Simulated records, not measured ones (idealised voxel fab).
The name of this process module is voxel ribs on slabs.
FYI the section here is cut, 190 nm wide, cells are 5 nm squares.
Just so we're on the same page, the cross-sections are grids of square cells, and they're listed out in bands top to bottom, each band one or more rows deep.
Basically the band line says how high the top is and how high the bottom is, in nm, and then what's in it from left to right, every material with its width in nm. Empty space shows up as "air", and if a single material carries "everywhere" it runs the full band edge to edge.
We count height from 0. Below that, the starting wafer is all one material. The lowest band never ends at the bottom but goes on down; see "0 nm and below" for how that is written.
You'd read "30 to 40" like this: the band's top row of cells is as wide as the first number, its bottom row is as wide as the second, and going down, every row changes width by the same amount as the row before did.
"no change occurred" after a step means that no cell of the cross-section changed.
"Voids lacking openings" contains a list of empty spaces, each no smaller than 8 cells and without an open way to the top, written in the form width x height at distance with the distance from the left edge and all three in nm.
Where a step's line continues beyond its settings, the continuation is a remark by the simulator itself on that step.
overlay nm: on a step with a mask, how far right of its planned place the mask lay; negative means left.
Steps in the process plan:
1: op RECEIVE | material Si
2: op DIRECTIONAL_DEP | material SiO2 | thk nm 30
3: op DIRECTIONAL_DEP | material polySi | thk nm 20
4: op DIRECTIONAL_DEP | material aC | thk nm 10
5: op PATTERN | tone cover | mask id RIB | material resist | width nm 30 | thk nm 30 | overlay nm 0
6: op DIRECTIONAL_ETCH | etch materials aC | depth nm 10
7: op STRIP | etch materials resist
8: op DIRECTIONAL_ETCH | etch materials polySi | depth nm 5
9: op STRIP | etch materials aC
10: op DIRECTIONAL_DEP | material aC | thk nm 10
11: op PATTERN | tone cover | mask id SLAB | material resist | width nm 80 | thk nm 25 | overlay nm -15
12: op DIRECTIONAL_ETCH | etch materials aC | depth nm 10
13: op STRIP | etch materials resist
14: op DIRECTIONAL_ETCH | etch materials polySi | depth nm 15
15: op STRIP | etch materials aC
16: op FILL_DEP | material SiO2 | thk nm 30
17: op CMP | height nm 70
18: op DIRECTIONAL_DEP | material TiN | thk nm 5
19: op PATTERN | tone cover | mask id HEATER | material resist | width nm 40 | thk nm 20 | overlay nm 0
20: op DIRECTIONAL_ETCH | etch materials TiN | depth nm 5
21: op STRIP | etch materials resist
22: op CONFORMAL_DEP | material SiO2 | thk nm 10
What sets these wafers apart? The overlay nm at step 11. They all start alike, and the plan carries the first wafer's value.
Here's the first of the wafers in cross-section, just as we got it, i.e. after step 1:
- 0 nm and below  Si everywhere
- Voids lacking openings: none
So in this table every wafer gets its own row, and what you see is where it stands at the end of the module: for each material, how many cells it picked up (+) or gave up (-) since we received it, and after that its closed voids:
overlay nm -15, +558 SiO2, +8 TiN, +54 polySi, Voids lacking openings: none
overlay nm -10, +558 SiO2, +8 TiN, +54 polySi, Voids lacking openings: none
overlay nm -5, +558 SiO2, +8 TiN, +54 polySi, Voids lacking openings: none
overlay nm 0, +558 SiO2, +8 TiN, +54 polySi, Voids lacking openings: none
overlay nm 5, +558 SiO2, +8 TiN, +54 polySi, Voids lacking openings: none
overlay nm 10, +558 SiO2, +8 TiN, +54 polySi, Voids lacking openings: none
overlay nm 15, +558 SiO2, +8 TiN, +54 polySi, Voids lacking openings: none
